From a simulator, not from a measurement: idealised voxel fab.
The name of this process module is voxel wiring stack.
cross-section cut | 200 nm wide | cells 5 nm
Square cells in a grid make up a cross-section in this document, and the grid is given as bands, listed from the top down, each one or more rows of cells. What a band's entry tells you: where the top is and where the bottom is, as heights in nm, and after that what lies inside, material by material from left to right, each with its width in nm. Empty space is written as the word "empty", and a single material marked with the word "full width" occupies the band from edge to edge. For the purposes of this specification, 0 denotes the height below which the wafer in its as-received condition is composed wholly of one material, and the lowermost band, lacking a lower limit, extends downward without end, as expressed in "z 0 and below". With a width like "30->40", each row of cells in the band differs from the next by the same amount, the top row carrying the first number and the bottom row the second. Key: "no modifications" - step with no changed cell in the cross-section. Look at "closed voids" for the closed voids: empty spaces with no open path to the top, sized 8 cells or up. Each is width x height at distance, distance from the left edge, all nm. Heads up: the bit after the settings on a step's line is the simulator's remark on that step. overlay nm: mask right of planned place by this much (step with mask). Neg. = left.
The planned process steps are enumerated hereunder
step 1: RECEIVE, material Si
step 2: CONFORMAL_DEP, material SiO2, thk nm 15
step 3: DIRECTIONAL_DEP, material TiN, thk nm 5
step 4: DIRECTIONAL_DEP, material Ru, thk nm 20
step 5: MASKED_ETCH, tone cover, mask id METAL_1, width nm 30, pitch nm 60, etch materials Ru, depth nm 20, overlay nm 0
step 6: MASKED_ETCH, tone cover, mask id METAL_1, width nm 30, pitch nm 60, etch materials TiN, depth nm 5, overlay nm 0
step 7: CONFORMAL_DEP, material SiCN, thk nm 5
step 8: FILL_DEP, material SiO2, thk nm 5
step 9: CMP, height nm 40
step 10: CONFORMAL_DEP, material SiCN, thk nm 5
step 11: DIRECTIONAL_DEP, material lowk, thk nm 30
step 12: PATTERN, tone open, mask id METAL_2_HOLES, material resist, width nm 15, pitch nm 60, thk nm 20, overlay nm 0
step 13: DIRECTIONAL_ETCH, etch materials lowk, depth nm 30
step 14: STRIP, etch materials resist
step 15: MASKED_ETCH, tone open, mask id METAL_2, width nm 30, pitch nm 60, etch materials lowk, depth nm 20, overlay nm 0
step 16: MASKED_ETCH, tone open, mask id METAL_2, width nm 30, pitch nm 60, etch materials SiCN, depth nm 5, overlay nm 0
step 17: CONFORMAL_DEP, material TiN, thk nm 5
step 18: FILL_DEP, material Cu, thk nm 10
step 19: CMP, height nm 75
step 20: CONFORMAL_DEP, material SiCN, thk nm 5
step 21: DIRECTIONAL_DEP, material lowk, thk nm 35
step 22: MASKED_ETCH, tone open, mask id METAL_3, width nm 30, pitch nm 60, etch materials lowk, depth nm 20, overlay nm 0
step 23: MASKED_ETCH, tone open, mask id METAL_3_HOLES, width nm 15, etch materials lowk, depth nm 15, overlay nm 0
step 24: MASKED_ETCH, tone open, mask id METAL_3_HOLES, width nm 15, etch materials SiCN, depth nm 5, overlay nm 0
step 25: CONFORMAL_DEP, material TiN, thk nm 5
step 26: FILL_DEP, material Ru, thk nm 10
step 27: CMP, height nm 115
step 28: CONFORMAL_DEP, material SiCN, thk nm 5
First wafer of two (run as planned)
As-received state of the wafer in cross-section, equivalent to post-step 1
z 0 and below = Si full width
closed voids: none
Take a look at the wafer's cross-section after step 2
z 15 to 0 = SiO2 full width
Below 0, no change.
Take a look at the wafer's cross-section after step 3
z 20 to 15 = TiN full width
Below 15, no change.
Take a look at the wafer's cross-section after step 4
z 40 to 20 = Ru full width
Below 20, no change.
Take a look at the wafer's cross-section after step 5
z 40 to 20 = empty: 55 / Ru: 30 / empty: 30 / Ru: 30 / empty: 55
Below 20, no change.
Take a look at the wafer's cross-section after step 6
z 40 to 20 = empty: 55 / Ru: 30 / empty: 30 / Ru: 30 / empty: 55
z 20 to 15 = empty: 55 / TiN: 30 / empty: 30 / TiN: 30 / empty: 55
Below 15, no change.
Take a look at the wafer's cross-section after step 7
z 45 to 40 = empty: 50 / SiCN: 40 / empty: 20 / SiCN: 40 / empty: 50
z 40 to 20 = empty: 50 / SiCN: 5 / Ru: 30 / SiCN: 5 / empty: 20 / SiCN: 5 / Ru: 30 / SiCN: 5 / empty: 50
z 20 to 15 = SiCN: 55 / TiN: 30 / SiCN: 30 / TiN: 30 / SiCN: 55
Below 15, no change.
Take a look at the wafer's cross-section after step 8
z 50 to 45 = SiO2 full width
z 45 to 40 = SiO2: 50 / SiCN: 40 / SiO2: 20 / SiCN: 40 / SiO2: 50
z 40 to 20 = SiO2: 50 / SiCN: 5 / Ru: 30 / SiCN: 5 / SiO2: 20 / SiCN: 5 / Ru: 30 / SiCN: 5 / SiO2: 50
Below 20, no change.
Take a look at the wafer's cross-section after step 9
z 40 to 20 = SiO2: 50 / SiCN: 5 / Ru: 30 / SiCN: 5 / SiO2: 20 / SiCN: 5 / Ru: 30 / SiCN: 5 / SiO2: 50
Below 20, no change.
Take a look at the wafer's cross-section after step 10
z 45 to 40 = SiCN full width
Below 40, no change.
Take a look at the wafer's cross-section after step 11
z 75 to 45 = lowk full width
Below 45, no change.
Take a look at the wafer's cross-section after step 12
z 95 to 75 = resist: 55 / empty: 15 / resist: 45 / empty: 15 / resist: 70
Below 75, no change.
Take a look at the wafer's cross-section after step 13
z 95 to 75 = resist: 55 / empty: 15 / resist: 45 / empty: 15 / resist: 70
z 75 to 45 = lowk: 55 / empty: 15 / lowk: 45 / empty: 15 / lowk: 70
Below 45, no change.
Take a look at the wafer's cross-section after step 14
z 75 to 45 = lowk: 55 / empty: 15 / lowk: 45 / empty: 15 / lowk: 70
Below 45, no change.
Take a look at the wafer's cross-section after step 15
z 75 to 55 = lowk: 55 / empty: 30 / lowk: 30 / empty: 30 / lowk: 55
Below 55, no change.
Take a look at the wafer's cross-section after step 16
z 75 to 55 = lowk: 55 / empty: 30 / lowk: 30 / empty: 30 / lowk: 55
z 55 to 45 = lowk: 55 / empty: 15 / lowk: 45 / empty: 15 / lowk: 70
z 45 to 40 = SiCN: 55 / empty: 15 / SiCN: 45 / empty: 15 / SiCN: 70
Below 40, no change.
Take a look at the wafer's cross-section after step 17
z 80 to 75 = TiN: 60 / empty: 20 / TiN: 40 / empty: 20 / TiN: 60
z 75 to 60 = lowk: 55 / TiN: 5 / empty: 20 / TiN: 5 / lowk: 30 / TiN: 5 / empty: 20 / TiN: 5 / lowk: 55
z 60 to 55 = lowk: 55 / TiN: 5 / empty: 5 / TiN: 20 / lowk: 30 / TiN: 5 / empty: 5 / TiN: 20 / lowk: 55
z 55 to 45 = lowk: 55 / TiN: 5 / empty: 5 / TiN: 5 / lowk: 45 / TiN: 5 / empty: 5 / TiN: 5 / lowk: 70
z 45 to 40 = SiCN: 55 / TiN: 15 / SiCN: 45 / TiN: 15 / SiCN: 70
Below 40, no change.
Take a look at the wafer's cross-section after step 18
z 90 to 80 = Cu full width
z 80 to 75 = TiN: 60 / Cu: 20 / TiN: 40 / Cu: 20 / TiN: 60
z 75 to 60 = lowk: 55 / TiN: 5 / Cu: 20 / TiN: 5 / lowk: 30 / TiN: 5 / Cu: 20 / TiN: 5 / lowk: 55
z 60 to 55 = lowk: 55 / TiN: 5 / Cu: 5 / TiN: 20 / lowk: 30 / TiN: 5 / Cu: 5 / TiN: 20 / lowk: 55
z 55 to 45 = lowk: 55 / TiN: 5 / Cu: 5 / TiN: 5 / lowk: 45 / TiN: 5 / Cu: 5 / TiN: 5 / lowk: 70
Below 45, no change.
Take a look at the wafer's cross-section after step 19
z 75 to 60 = lowk: 55 / TiN: 5 / Cu: 20 / TiN: 5 / lowk: 30 / TiN: 5 / Cu: 20 / TiN: 5 / lowk: 55
Below 60, no change.
Take a look at the wafer's cross-section after step 20
z 80 to 75 = SiCN full width
Below 75, no change.
Take a look at the wafer's cross-section after step 21
z 115 to 80 = lowk full width
Below 80, no change.
Take a look at the wafer's cross-section after step 22
z 115 to 95 = lowk: 55 / empty: 30 / lowk: 30 / empty: 30 / lowk: 55
Below 95, no change.
Take a look at the wafer's cross-section after step 23
z 115 to 95 = lowk: 55 / empty: 30 / lowk: 30 / empty: 30 / lowk: 55
z 95 to 80 = lowk: 55 / empty: 15 / lowk: 130
Below 80, no change.
Take a look at the wafer's cross-section after step 24
z 115 to 95 = lowk: 55 / empty: 30 / lowk: 30 / empty: 30 / lowk: 55
z 95 to 80 = lowk: 55 / empty: 15 / lowk: 130
z 80 to 75 = SiCN: 55 / empty: 15 / SiCN: 130
Below 75, no change.
Take a look at the wafer's cross-section after step 25
z 120 to 115 = TiN: 60 / empty: 20 / TiN: 40 / empty: 20 / TiN: 60
z 115 to 100 = lowk: 55 / TiN: 5 / empty: 20 / TiN: 5 / lowk: 30 / TiN: 5 / empty: 20 / TiN: 5 / lowk: 55
z 100 to 95 = lowk: 55 / TiN: 5 / empty: 5 / TiN: 20 / lowk: 30 / TiN: 30 / lowk: 55
z 95 to 80 = lowk: 55 / TiN: 5 / empty: 5 / TiN: 5 / lowk: 130
z 80 to 75 = SiCN: 55 / TiN: 15 / SiCN: 130
Below 75, no change.
Take a look at the wafer's cross-section after step 26
z 130 to 120 = Ru full width
z 120 to 115 = TiN: 60 / Ru: 20 / TiN: 40 / Ru: 20 / TiN: 60
z 115 to 100 = lowk: 55 / TiN: 5 / Ru: 20 / TiN: 5 / lowk: 30 / TiN: 5 / Ru: 20 / TiN: 5 / lowk: 55
z 100 to 95 = lowk: 55 / TiN: 5 / Ru: 5 / TiN: 20 / lowk: 30 / TiN: 30 / lowk: 55
z 95 to 80 = lowk: 55 / TiN: 5 / Ru: 5 / TiN: 5 / lowk: 130
Below 80, no change.
Take a look at the wafer's cross-section after step 27
z 115 to 100 = lowk: 55 / TiN: 5 / Ru: 20 / TiN: 5 / lowk: 30 / TiN: 5 / Ru: 20 / TiN: 5 / lowk: 55
Below 100, no change.
Take a look at the wafer's cross-section after step 28
z 120 to 115 = SiCN full width
Below 115, no change.
Wafer two of two - same starting point, same process plan, one mistake in execution; matches wafer one up to and including step 14
Planned end of step 15: second wafer, cross-section
z 75 to 55 = empty: 70 / lowk: 15 / empty: 45 / lowk: 15 / empty: 55
Below 55, no change.
Planned end of step 16: second wafer, cross-section
z 75 to 55 = empty: 70 / lowk: 15 / empty: 45 / lowk: 15 / empty: 55
z 55 to 45 = lowk: 55 / empty: 15 / lowk: 45 / empty: 15 / lowk: 70
z 45 to 40 = SiCN: 55 / empty: 15 / SiCN: 45 / empty: 15 / SiCN: 70
Below 40, no change.
Planned end of step 17: second wafer, cross-section
z 80 to 75 = empty: 65 / TiN: 25 / empty: 35 / TiN: 25 / empty: 50
z 75 to 60 = empty: 65 / TiN: 5 / lowk: 15 / TiN: 5 / empty: 35 / TiN: 5 / lowk: 15 / TiN: 5 / empty: 50
z 60 to 55 = TiN: 60 / empty: 5 / TiN: 5 / lowk: 15 / TiN: 35 / empty: 5 / TiN: 5 / lowk: 15 / TiN: 55
z 55 to 45 = lowk: 55 / TiN: 5 / empty: 5 / TiN: 5 / lowk: 45 / TiN: 5 / empty: 5 / TiN: 5 / lowk: 70
z 45 to 40 = SiCN: 55 / TiN: 15 / SiCN: 45 / TiN: 15 / SiCN: 70
Below 40, no change.
Planned end of step 18: second wafer, cross-section
z 90 to 80 = Cu full width
z 80 to 75 = Cu: 65 / TiN: 25 / Cu: 35 / TiN: 25 / Cu: 50
z 75 to 60 = Cu: 65 / TiN: 5 / lowk: 15 / TiN: 5 / Cu: 35 / TiN: 5 / lowk: 15 / TiN: 5 / Cu: 50
z 60 to 55 = TiN: 60 / Cu: 5 / TiN: 5 / lowk: 15 / TiN: 35 / Cu: 5 / TiN: 5 / lowk: 15 / TiN: 55
z 55 to 45 = lowk: 55 / TiN: 5 / Cu: 5 / TiN: 5 / lowk: 45 / TiN: 5 / Cu: 5 / TiN: 5 / lowk: 70
Below 45, no change.
Planned end of step 19: second wafer, cross-section
z 75 to 60 = Cu: 65 / TiN: 5 / lowk: 15 / TiN: 5 / Cu: 35 / TiN: 5 / lowk: 15 / TiN: 5 / Cu: 50
Below 60, no change.
Planned end of step 20: second wafer, cross-section
z 80 to 75 = SiCN full width
Below 75, no change.
Planned end of step 21: second wafer, cross-section
z 115 to 80 = lowk full width
Below 80, no change.
Planned end of step 22: second wafer, cross-section
z 115 to 95 = lowk: 55 / empty: 30 / lowk: 30 / empty: 30 / lowk: 55
Below 95, no change.
Planned end of step 23: second wafer, cross-section
z 115 to 95 = lowk: 55 / empty: 30 / lowk: 30 / empty: 30 / lowk: 55
z 95 to 80 = lowk: 55 / empty: 15 / lowk: 130
Below 80, no change.
Planned end of step 24: second wafer, cross-section
z 115 to 95 = lowk: 55 / empty: 30 / lowk: 30 / empty: 30 / lowk: 55
z 95 to 80 = lowk: 55 / empty: 15 / lowk: 130
z 80 to 75 = SiCN: 55 / empty: 15 / SiCN: 130
Below 75, no change.
Planned end of step 25: second wafer, cross-section
z 120 to 115 = TiN: 60 / empty: 20 / TiN: 40 / empty: 20 / TiN: 60
z 115 to 100 = lowk: 55 / TiN: 5 / empty: 20 / TiN: 5 / lowk: 30 / TiN: 5 / empty: 20 / TiN: 5 / lowk: 55
z 100 to 95 = lowk: 55 / TiN: 5 / empty: 5 / TiN: 20 / lowk: 30 / TiN: 30 / lowk: 55
z 95 to 80 = lowk: 55 / TiN: 5 / empty: 5 / TiN: 5 / lowk: 130
z 80 to 75 = SiCN: 55 / TiN: 15 / SiCN: 130
Below 75, no change.
Planned end of step 26: second wafer, cross-section
z 130 to 120 = Ru full width
z 120 to 115 = TiN: 60 / Ru: 20 / TiN: 40 / Ru: 20 / TiN: 60
z 115 to 100 = lowk: 55 / TiN: 5 / Ru: 20 / TiN: 5 / lowk: 30 / TiN: 5 / Ru: 20 / TiN: 5 / lowk: 55
z 100 to 95 = lowk: 55 / TiN: 5 / Ru: 5 / TiN: 20 / lowk: 30 / TiN: 30 / lowk: 55
z 95 to 80 = lowk: 55 / TiN: 5 / Ru: 5 / TiN: 5 / lowk: 130
Below 80, no change.
Planned end of step 27: second wafer, cross-section
z 115 to 100 = lowk: 55 / TiN: 5 / Ru: 20 / TiN: 5 / lowk: 30 / TiN: 5 / Ru: 20 / TiN: 5 / lowk: 55
Below 100, no change.
Planned end of step 28: second wafer, cross-section
z 120 to 115 = SiCN full width
Below 115, no change.
Which mistake was made when the wafer was run? step 15 did not happen as planned, as run it was MASKED_ETCH, tone cover, mask id METAL_2, width nm 30, pitch nm 60, etch materials lowk, depth nm 20, overlay nm 0
The final cell counts differ between the wafers, with the second having more or fewer of some materials than the first: +66 Cu, +22 TiN, -88 lowk
